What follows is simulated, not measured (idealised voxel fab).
A process module follows: voxel fin reveal.
cross-section cut | 250 nm wide | cells 5 nm
Throughout this document, each cross-section is represented as a grid of square cells and is presented as a sequence of bands enumerated from the top downward, where a band comprises one or more rows of cells. Quick guide to a band line: top height, bottom height (nm) up front; then every material left to right with its width in nm. Only one material and it's marked "edge to edge"? Then it fills the band edge to edge. And "empty" just means empty space. Height is counted from the level 0, under which the received wafer is composed throughout of one material. The lowest of the bands is not closed at the bottom but continues downward, in the notation "0..down". Note: "30..40" means the width goes from the first number (top row of the band) to the second number (bottom row) in equal steps per row of cells. "identical to before" (step): cross-section cells unchanged, all of them. Reported under the label "Enclosed void catalog" are the empty spaces having no open way to the top and comprising 8 cells or more; the notation for each is width x height at distance, in which the distance is measured from the left edge and all three values are in nm. That trailing text on a step's line, after the settings, is the simulator's own remark on the step. What "overlay nm" on a step's line means: if the step has a mask, that mask lay this far to the right of its planned place, or, when the value is negative, to the left.

[The steps planned for the process are as follows]
| 1 | RECEIVE [material Si] |
| 2 | CONFORMAL_DEP [material SiN] [thk nm 5] |
| 3 | PATTERN [tone cover] [mask id FINS] [material resist] [width nm 15] [pitch nm 45] [thk nm 20] [overlay nm 0] |
| 4 | DIRECTIONAL_ETCH [etch materials SiN] [depth nm 5] |
| 5 | DIRECTIONAL_ETCH [etch materials Si] [depth nm 35] |
| 6 | STRIP [etch materials resist] |
| 7 | FILL_DEP [material SiO2] [thk nm 5] |
| 8 | CMP [height nm 5] |
| 9 | SELECTIVE_ETCH [etch materials SiO2] [depth nm 15] |
| 10 | STRIP [etch materials SiN] |
| 11 | CONFORMAL_DEP [material HfO2] [thk nm 5] |

[On the first of the two wafers: run conducted according to plan]

[Cross-sectional view of the wafer in its as-received condition, corresponding to the state after step 1]
* 0..down: Si edge to edge
* Enclosed void catalog: none

[So this is the wafer cross-section right after step 2]
* 5..0: SiN edge to edge
* Below 0, the layers are the same as they were.

[So this is the wafer cross-section right after step 3]
* 25..5: 50 of empty, then 15 of resist, then 30 of empty, then 15 of resist, then 30 of empty, then 15 of resist, then 30 of empty, then 15 of resist, then 50 of empty
* Below 5, the layers are the same as they were.

[So this is the wafer cross-section right after step 4]
* 25..5: 50 of empty, then 15 of resist, then 30 of empty, then 15 of resist, then 30 of empty, then 15 of resist, then 30 of empty, then 15 of resist, then 50 of empty
* 5..0: 50 of empty, then 15 of SiN, then 30 of empty, then 15 of SiN, then 30 of empty, then 15 of SiN, then 30 of empty, then 15 of SiN, then 50 of empty
* Below 0, the layers are the same as they were.

[So this is the wafer cross-section right after step 5]
* 25..5: 50 of empty, then 15 of resist, then 30 of empty, then 15 of resist, then 30 of empty, then 15 of resist, then 30 of empty, then 15 of resist, then 50 of empty
* 5..0: 50 of empty, then 15 of SiN, then 30 of empty, then 15 of SiN, then 30 of empty, then 15 of SiN, then 30 of empty, then 15 of SiN, then 50 of empty
* 0..-35: 50 of empty, then 15 of Si, then 30 of empty, then 15 of Si, then 30 of empty, then 15 of Si, then 30 of empty, then 15 of Si, then 50 of empty
* Below -35, the layers are the same as they were.

[So this is the wafer cross-section right after step 6]
* 5..0: 50 of empty, then 15 of SiN, then 30 of empty, then 15 of SiN, then 30 of empty, then 15 of SiN, then 30 of empty, then 15 of SiN, then 50 of empty
* Below 0, the layers are the same as they were.

[So this is the wafer cross-section right after step 7]
* 10..5: SiO2 edge to edge
* 5..0: 50 of SiO2, then 15 of SiN, then 30 of SiO2, then 15 of SiN, then 30 of SiO2, then 15 of SiN, then 30 of SiO2, then 15 of SiN, then 50 of SiO2
* 0..-35: 50 of SiO2, then 15 of Si, then 30 of SiO2, then 15 of Si, then 30 of SiO2, then 15 of Si, then 30 of SiO2, then 15 of Si, then 50 of SiO2
* Below -35, the layers are the same as they were.

[So this is the wafer cross-section right after step 8]
* 5..0: 50 of SiO2, then 15 of SiN, then 30 of SiO2, then 15 of SiN, then 30 of SiO2, then 15 of SiN, then 30 of SiO2, then 15 of SiN, then 50 of SiO2
* Below 0, the layers are the same as they were.

[So this is the wafer cross-section right after step 9]
* 5..0: 50 of empty, then 15 of SiN, then 30 of empty, then 15 of SiN, then 30 of empty, then 15 of SiN, then 30 of empty, then 15 of SiN, then 50 of empty
* 0..-10: 50 of empty, then 15 of Si, then 30 of empty, then 15 of Si, then 30 of empty, then 15 of Si, then 30 of empty, then 15 of Si, then 50 of empty
* Below -10, the layers are the same as they were.

[So this is the wafer cross-section right after step 10]
* 0..-10: 50 of empty, then 15 of Si, then 30 of empty, then 15 of Si, then 30 of empty, then 15 of Si, then 30 of empty, then 15 of Si, then 50 of empty
* Below -10, the layers are the same as they were.

[So this is the wafer cross-section right after step 11]
* 5..0: 45 of empty, then 25 of HfO2, then 20 of empty, then 25 of HfO2, then 20 of empty, then 25 of HfO2, then 20 of empty, then 25 of HfO2, then 45 of empty
* 0..-5: 45 of empty, then 5 of HfO2, then 15 of Si, then 5 of HfO2, then 20 of empty, then 5 of HfO2, then 15 of Si, then 5 of HfO2, then 20 of empty, then 5 of HfO2, then 15 of Si, then 5 of HfO2, then 20 of empty, then 5 of HfO2, then 15 of Si, then 5 of HfO2, then 45 of empty
* -5..-10: 50 of HfO2, then 15 of Si, then 30 of HfO2, then 15 of Si, then 30 of HfO2, then 15 of Si, then 30 of HfO2, then 15 of Si, then 50 of HfO2
* Below -10, the layers are the same as they were.

[second wafer: like start, like plan, one mistake. Through step 10 it matches the first wafer]

[Second wafer, sectioned view, at step 11's planned end time]
* 5..0: 45 of empty, then 25 of SiO2, then 20 of empty, then 25 of SiO2, then 20 of empty, then 25 of SiO2, then 20 of empty, then 25 of SiO2, then 45 of empty
* 0..-5: 45 of empty, then 5 of SiO2, then 15 of Si, then 5 of SiO2, then 20 of empty, then 5 of SiO2, then 15 of Si, then 5 of SiO2, then 20 of empty, then 5 of SiO2, then 15 of Si, then 5 of SiO2, then 20 of empty, then 5 of SiO2, then 15 of Si, then 5 of SiO2, then 45 of empty
* -5..-35: 50 of SiO2, then 15 of Si, then 30 of SiO2, then 15 of Si, then 30 of SiO2, then 15 of Si, then 30 of SiO2, then 15 of Si, then 50 of SiO2
* Below -35, the layers are the same as they were.
So what did we get wrong on this run? not per plan at step 11, really ran CONFORMAL_DEP [material SiO2] [thk nm 5]
Final difference in cells, second wafer against first, listed per material as more or fewer: -66 HfO2, +66 SiO2
